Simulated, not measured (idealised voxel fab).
The process module that follows is named voxel capacitor over wiring.
Pictured: cross-section cut, 200 nm wide, on a grid of 5 nm square cells.
This document writes a cross-section as a grid whose cells are square, and gives it as bands, listed from the top down; one or more rows of cells form a band. Heights first: top, then bottom, in nm. Then materials, left to right, each with a width in nm. "full width" on a single material: fills the band edge to edge. "blank": empty space. The reference from which all heights are counted is 0, the level beneath which the as-received wafer is entirely one material; the lowest band, having no lower bound, proceeds downward and is written after the example "0 nm and below". Think of "30..40" as a width that walks from the first number to the second as you go down the band, top row to bottom row, taking equal-sized steps from row to row. Key: "changes: none" - step with no changed cell in the cross-section. "Internal closed voids": sealed empty spaces, 8 cells or more, no open way to top, listed width x height at distance, with distance from the left edge and width, height and distance in nm. If you see something after the settings on a step's line, that's the simulator's own remark about that step. The line of a step may include "overlay nm". On a step with a mask, this value is how far to the right of its planned place the mask lay. A negative value means the mask lay to the left.

Steps in the process plan
1: RECEIVE [material Si]
2: CONFORMAL_DEP [material SiO2] [thk nm 15]
3: DIRECTIONAL_DEP [material TiN] [thk nm 5]
4: DIRECTIONAL_DEP [material Ru] [thk nm 15]
5: MASKED_ETCH [tone cover] [mask id METAL_1] [width nm 25] [pitch nm 85] [etch materials Ru] [depth nm 15] [overlay nm 0]
6: MASKED_ETCH [tone cover] [mask id METAL_1] [width nm 25] [pitch nm 85] [etch materials TiN] [depth nm 5] [overlay nm 0]
7: FILL_DEP [material lowk] [thk nm 10]
8: CMP [height nm 35]
9: CONFORMAL_DEP [material SiCN] [thk nm 5]
10: DIRECTIONAL_DEP [material lowk] [thk nm 20]
11: MASKED_ETCH [tone open] [mask id PLUG_1] [width nm 15] [etch materials lowk] [depth nm 20] [overlay nm 0]
12: MASKED_ETCH [tone open] [mask id PLUG_1] [width nm 15] [etch materials SiCN] [depth nm 5] [overlay nm 0]
13: EPI [material Ru] [thk nm 10]
14: EPI [material Ru] [thk nm 10]
15: EPI [material Ru] [thk nm 5]
16: DIRECTIONAL_DEP [material TiN] [thk nm 10]
17: DIRECTIONAL_DEP [material Al2O3] [thk nm 5]
18: DIRECTIONAL_DEP [material TiN] [thk nm 5]
19: PATTERN [tone cover] [mask id UPPER_PLATE] [material resist] [width nm 65] [thk nm 15] [overlay nm 0]
20: DIRECTIONAL_ETCH [etch materials TiN] [depth nm 5]
21: DIRECTIONAL_ETCH [etch materials Al2O3] [depth nm 5]
22: STRIP [etch materials resist]
23: PATTERN [tone cover] [mask id LOWER_PLATE] [material resist] [width nm 75] [thk nm 20] [overlay nm 0]
24: DIRECTIONAL_ETCH [etch materials TiN] [depth nm 10]
25: STRIP [etch materials resist]
26: FILL_DEP [material SiO2] [thk nm 15]
27: CMP [height nm 90]
28: DIRECTIONAL_DEP [material aC] [thk nm 15]
29: PATTERN [tone open] [mask id PLUG_2] [material resist] [width nm 15] [thk nm 30] [overlay nm 0]
30: DIRECTIONAL_ETCH [etch materials aC] [depth nm 15]
31: STRIP [etch materials resist]
32: DIRECTIONAL_ETCH [etch materials SiO2] [depth nm 10]
33: STRIP [etch materials aC]
34: CONFORMAL_DEP [material TiN] [thk nm 5]
35: FILL_DEP [material W] [thk nm 10]
36: CMP [height nm 90]
37: CONFORMAL_DEP [material SiCN] [thk nm 5]

First of two wafers - as planned

Cross-sectional view of the wafer in its as-received condition, corresponding to the state after step 1
- 0 nm and below: Si full width
- Internal closed voids: none

State of the wafer after step 2, shown in cross-section
- 15 nm to 0 nm: SiO2 full width
- Heights below 0 show no change.

State of the wafer after step 3, shown in cross-section
- 20 nm to 15 nm: TiN full width
- Heights below 15 show no change.

State of the wafer after step 4, shown in cross-section
- 35 nm to 20 nm: Ru full width
- Heights below 20 show no change.

State of the wafer after step 5, shown in cross-section
- 35 nm to 20 nm: blank: 45  Ru: 25  blank: 60  Ru: 25  blank: 45
- Heights below 20 show no change.

State of the wafer after step 6, shown in cross-section
- 35 nm to 20 nm: blank: 45  Ru: 25  blank: 60  Ru: 25  blank: 45
- 20 nm to 15 nm: blank: 45  TiN: 25  blank: 60  TiN: 25  blank: 45
- Heights below 15 show no change.

State of the wafer after step 7, shown in cross-section
- 45 nm to 35 nm: lowk full width
- 35 nm to 20 nm: lowk: 45  Ru: 25  lowk: 60  Ru: 25  lowk: 45
- 20 nm to 15 nm: lowk: 45  TiN: 25  lowk: 60  TiN: 25  lowk: 45
- Heights below 15 show no change.

State of the wafer after step 8, shown in cross-section
- 35 nm to 20 nm: lowk: 45  Ru: 25  lowk: 60  Ru: 25  lowk: 45
- Heights below 20 show no change.

State of the wafer after step 9, shown in cross-section
- 40 nm to 35 nm: SiCN full width
- Heights below 35 show no change.

State of the wafer after step 10, shown in cross-section
- 60 nm to 40 nm: lowk full width
- Heights below 40 show no change.

State of the wafer after step 11, shown in cross-section
- 60 nm to 40 nm: lowk: 55  blank: 15  lowk: 130
- Heights below 40 show no change.

State of the wafer after step 12, shown in cross-section
- 60 nm to 40 nm: lowk: 55  blank: 15  lowk: 130
- 40 nm to 35 nm: SiCN: 55  blank: 15  SiCN: 130
- Heights below 35 show no change.

State of the wafer after step 13, shown in cross-section
- 60 nm to 45 nm: lowk: 55  blank: 15  lowk: 130
- 45 nm to 40 nm: lowk: 55  Ru: 15  lowk: 130
- 40 nm to 35 nm: SiCN: 55  Ru: 15  SiCN: 130
- Heights below 35 show no change.

State of the wafer after step 14, shown in cross-section
- 60 nm to 55 nm: lowk: 55  blank: 15  lowk: 130
- 55 nm to 40 nm: lowk: 55  Ru: 15  lowk: 130
- Heights below 40 show no change.

State of the wafer after step 15, shown in cross-section
- 60 nm to 40 nm: lowk: 55  Ru: 15  lowk: 130
- Heights below 40 show no change.

State of the wafer after step 16, shown in cross-section
- 70 nm to 60 nm: TiN full width
- Heights below 60 show no change.

State of the wafer after step 17, shown in cross-section
- 75 nm to 70 nm: Al2O3 full width
- Heights below 70 show no change.

State of the wafer after step 18, shown in cross-section
- 80 nm to 75 nm: TiN full width
- Heights below 75 show no change.

State of the wafer after step 19, shown in cross-section
- 95 nm to 80 nm: blank: 55  resist: 65  blank: 80
- Heights below 80 show no change.

State of the wafer after step 20, shown in cross-section
- 95 nm to 80 nm: blank: 55  resist: 65  blank: 80
- 80 nm to 75 nm: blank: 55  TiN: 65  blank: 80
- Heights below 75 show no change.

State of the wafer after step 21, shown in cross-section
- 95 nm to 80 nm: blank: 55  resist: 65  blank: 80
- 80 nm to 75 nm: blank: 55  TiN: 65  blank: 80
- 75 nm to 70 nm: blank: 55  Al2O3: 65  blank: 80
- Heights below 70 show no change.

State of the wafer after step 22, shown in cross-section
- 80 nm to 75 nm: blank: 55  TiN: 65  blank: 80
- Heights below 75 show no change.

State of the wafer after step 23, shown in cross-section
- 100 nm to 80 nm: blank: 50  resist: 75  blank: 75
- 80 nm to 75 nm: blank: 50  resist: 5  TiN: 65  resist: 5  blank: 75
- 75 nm to 70 nm: blank: 50  resist: 5  Al2O3: 65  resist: 5  blank: 75
- Heights below 70 show no change.

State of the wafer after step 24, shown in cross-section
- 100 nm to 80 nm: blank: 50  resist: 75  blank: 75
- 80 nm to 75 nm: blank: 50  resist: 5  TiN: 65  resist: 5  blank: 75
- 75 nm to 70 nm: blank: 50  resist: 5  Al2O3: 65  resist: 5  blank: 75
- 70 nm to 60 nm: blank: 50  TiN: 75  blank: 75
- Heights below 60 show no change.

State of the wafer after step 25, shown in cross-section
- 80 nm to 75 nm: blank: 55  TiN: 65  blank: 80
- 75 nm to 70 nm: blank: 55  Al2O3: 65  blank: 80
- Heights below 70 show no change.

State of the wafer after step 26, shown in cross-section
- 95 nm to 80 nm: SiO2 full width
- 80 nm to 75 nm: SiO2: 55  TiN: 65  SiO2: 80
- 75 nm to 70 nm: SiO2: 55  Al2O3: 65  SiO2: 80
- 70 nm to 60 nm: SiO2: 50  TiN: 75  SiO2: 75
- Heights below 60 show no change.

State of the wafer after step 27, shown in cross-section
- 90 nm to 80 nm: SiO2 full width
- Heights below 80 show no change.

State of the wafer after step 28, shown in cross-section
- 105 nm to 90 nm: aC full width
- Heights below 90 show no change.

State of the wafer after step 29, shown in cross-section
- 135 nm to 105 nm: resist: 65  blank: 15  resist: 120
- Heights below 105 show no change.

State of the wafer after step 30, shown in cross-section
- 120 nm to 105 nm: resist: 65  blank: 15  resist: 120
- 105 nm to 90 nm: aC: 65  blank: 15  aC: 120
- Heights below 90 show no change.

State of the wafer after step 31, shown in cross-section
- 105 nm to 90 nm: aC: 65  blank: 15  aC: 120
- Heights below 90 show no change.

State of the wafer after step 32, shown in cross-section
- 105 nm to 90 nm: aC: 65  blank: 15  aC: 120
- 90 nm to 80 nm: SiO2: 65  blank: 15  SiO2: 120
- Heights below 80 show no change.

State of the wafer after step 33, shown in cross-section
- 90 nm to 80 nm: SiO2: 65  blank: 15  SiO2: 120
- Heights below 80 show no change.

State of the wafer after step 34, shown in cross-section
- 95 nm to 90 nm: TiN: 70  blank: 5  TiN: 125
- 90 nm to 85 nm: SiO2: 65  TiN: 5  blank: 5  TiN: 5  SiO2: 120
- 85 nm to 75 nm: SiO2: 65..55  TiN: 15..65  SiO2: 120..80
- Heights below 75 show no change.

State of the wafer after step 35, shown in cross-section
- 105 nm to 95 nm: W full width
- 95 nm to 90 nm: TiN: 70  W: 5  TiN: 125
- 90 nm to 85 nm: SiO2: 65  TiN: 5  W: 5  TiN: 5  SiO2: 120
- Heights below 85 show no change.

State of the wafer after step 36, shown in cross-section
- 90 nm to 85 nm: SiO2: 65  TiN: 5  W: 5  TiN: 5  SiO2: 120
- Heights below 85 show no change.

State of the wafer after step 37, shown in cross-section
- 95 nm to 90 nm: SiCN full width
- Heights below 90 show no change.

Second wafer: same start and same plan as the first, one execution error; identical to the first through step 9

Second wafer at the planned finish of step 10, seen in cross-section
- 80 nm to 40 nm: lowk full width
- Heights below 40 show no change.

Second wafer at the planned finish of step 11, seen in cross-section
- 80 nm to 60 nm: lowk: 55  blank: 15  lowk: 130
- Heights below 60 show no change.

Second wafer at the planned finish of step 12, seen in cross-section: changes: none

Second wafer at the planned finish of step 13, seen in cross-section: changes: none

Second wafer at the planned finish of step 14, seen in cross-section: changes: none

Second wafer at the planned finish of step 15, seen in cross-section: changes: none

Second wafer at the planned finish of step 16, seen in cross-section
- 90 nm to 80 nm: TiN: 55  blank: 15  TiN: 130
- 80 nm to 70 nm: lowk: 55  blank: 15  lowk: 130
- 70 nm to 60 nm: lowk: 55  TiN: 15  lowk: 130
- Heights below 60 show no change.

Second wafer at the planned finish of step 17, seen in cross-section
- 95 nm to 90 nm: Al2O3: 55  blank: 15  Al2O3: 130
- 90 nm to 80 nm: TiN: 55  blank: 15  TiN: 130
- 80 nm to 75 nm: lowk: 55  blank: 15  lowk: 130
- 75 nm to 70 nm: lowk: 55  Al2O3: 15  lowk: 130
- Heights below 70 show no change.

Second wafer at the planned finish of step 18, seen in cross-section
- 100 nm to 95 nm: TiN: 55  blank: 15  TiN: 130
- 95 nm to 90 nm: Al2O3: 55  blank: 15  Al2O3: 130
- 90 nm to 80 nm: TiN: 55  blank: 15  TiN: 130
- 80 nm to 75 nm: lowk: 55  TiN: 15  lowk: 130
- Heights below 75 show no change.

Second wafer at the planned finish of step 19, seen in cross-section
- 115 nm to 100 nm: blank: 55  resist: 65  blank: 80
- 100 nm to 95 nm: TiN: 55  resist: 15  TiN: 130
- 95 nm to 90 nm: Al2O3: 55  resist: 15  Al2O3: 130
- 90 nm to 80 nm: TiN: 55  resist: 15  TiN: 130
- Heights below 80 show no change.

Second wafer at the planned finish of step 20, seen in cross-section
- 115 nm to 100 nm: blank: 55  resist: 65  blank: 80
- 100 nm to 95 nm: blank: 55  resist: 15  TiN: 50  blank: 80
- Heights below 95 show no change.

Second wafer at the planned finish of step 21, seen in cross-section
- 115 nm to 100 nm: blank: 55  resist: 65  blank: 80
- 100 nm to 95 nm: blank: 55  resist: 15  TiN: 50  blank: 80
- 95 nm to 90 nm: blank: 55  resist: 15  Al2O3: 50  blank: 80
- Heights below 90 show no change.

Second wafer at the planned finish of step 22, seen in cross-section
- 100 nm to 95 nm: blank: 70  TiN: 50  blank: 80
- 95 nm to 90 nm: blank: 70  Al2O3: 50  blank: 80
- 90 nm to 80 nm: TiN: 55  blank: 15  TiN: 130
- Heights below 80 show no change.

Second wafer at the planned finish of step 23, seen in cross-section
- 120 nm to 100 nm: blank: 50  resist: 75  blank: 75
- 100 nm to 95 nm: blank: 50  resist: 20  TiN: 50  resist: 5  blank: 75
- 95 nm to 90 nm: blank: 50  resist: 20  Al2O3: 50  resist: 5  blank: 75
- 90 nm to 80 nm: TiN: 55  resist: 15  TiN: 130
- Heights below 80 show no change.

Second wafer at the planned finish of step 24, seen in cross-section
- 120 nm to 100 nm: blank: 50  resist: 75  blank: 75
- 100 nm to 95 nm: blank: 50  resist: 20  TiN: 50  resist: 5  blank: 75
- 95 nm to 90 nm: blank: 50  resist: 20  Al2O3: 50  resist: 5  blank: 75
- 90 nm to 80 nm: blank: 50  TiN: 5  resist: 15  TiN: 55  blank: 75
- Heights below 80 show no change.

Second wafer at the planned finish of step 25, seen in cross-section
- 100 nm to 95 nm: blank: 70  TiN: 50  blank: 80
- 95 nm to 90 nm: blank: 70  Al2O3: 50  blank: 80
- 90 nm to 80 nm: blank: 50  TiN: 5  blank: 15  TiN: 55  blank: 75
- Heights below 80 show no change.

Second wafer at the planned finish of step 26, seen in cross-section
- 115 nm to 100 nm: SiO2 full width
- 100 nm to 95 nm: SiO2: 70  TiN: 50  SiO2: 80
- 95 nm to 90 nm: SiO2: 70  Al2O3: 50  SiO2: 80
- 90 nm to 80 nm: SiO2: 50  TiN: 5  SiO2: 15  TiN: 55  SiO2: 75
- Heights below 80 show no change.

Second wafer at the planned finish of step 27, seen in cross-section
- 90 nm to 80 nm: SiO2: 50  TiN: 5  SiO2: 15  TiN: 55  SiO2: 75
- Heights below 80 show no change.

Second wafer at the planned finish of step 28, seen in cross-section
- 105 nm to 90 nm: aC full width
- Heights below 90 show no change.

Second wafer at the planned finish of step 29, seen in cross-section
- 135 nm to 105 nm: resist: 65  blank: 15  resist: 120
- Heights below 105 show no change.

Second wafer at the planned finish of step 30, seen in cross-section
- 120 nm to 105 nm: resist: 65  blank: 15  resist: 120
- 105 nm to 90 nm: aC: 65  blank: 15  aC: 120
- Heights below 90 show no change.

Second wafer at the planned finish of step 31, seen in cross-section
- 105 nm to 90 nm: aC: 65  blank: 15  aC: 120
- Heights below 90 show no change.

Second wafer at the planned finish of step 32, seen in cross-section
- 105 nm to 90 nm: aC: 65  blank: 15  aC: 120
- 90 nm to 80 nm: SiO2: 50  TiN: 5  SiO2: 10  blank: 5  TiN: 55  SiO2: 75
- Heights below 80 show no change.

Second wafer at the planned finish of step 33, seen in cross-section
- 90 nm to 80 nm: SiO2: 50  TiN: 5  SiO2: 10  blank: 5  TiN: 55  SiO2: 75
- Heights below 80 show no change.

Second wafer at the planned finish of step 34, seen in cross-section
- 95 nm to 90 nm: TiN full width
- 90 nm to 80 nm: SiO2: 50  TiN: 5  SiO2: 10  TiN: 60  SiO2: 75
- Heights below 80 show no change.

Second wafer at the planned finish of step 35, seen in cross-section
- 105 nm to 95 nm: W full width
- Heights below 95 show no change.

Second wafer at the planned finish of step 36, seen in cross-section
- 90 nm to 80 nm: SiO2: 50  TiN: 5  SiO2: 10  TiN: 60  SiO2: 75
- Heights below 80 show no change.

Second wafer at the planned finish of step 37, seen in cross-section
- 95 nm to 90 nm: SiCN full width
- Heights below 90 show no change.
Diagnosis: step 10 in the plan was executed twice
Cell-count delta at end, second wafer over first, by material: -10 Al2O3 | -15 Ru | +3 SiCN | -124 SiO2 | -13 TiN | -1 W | +160 lowk
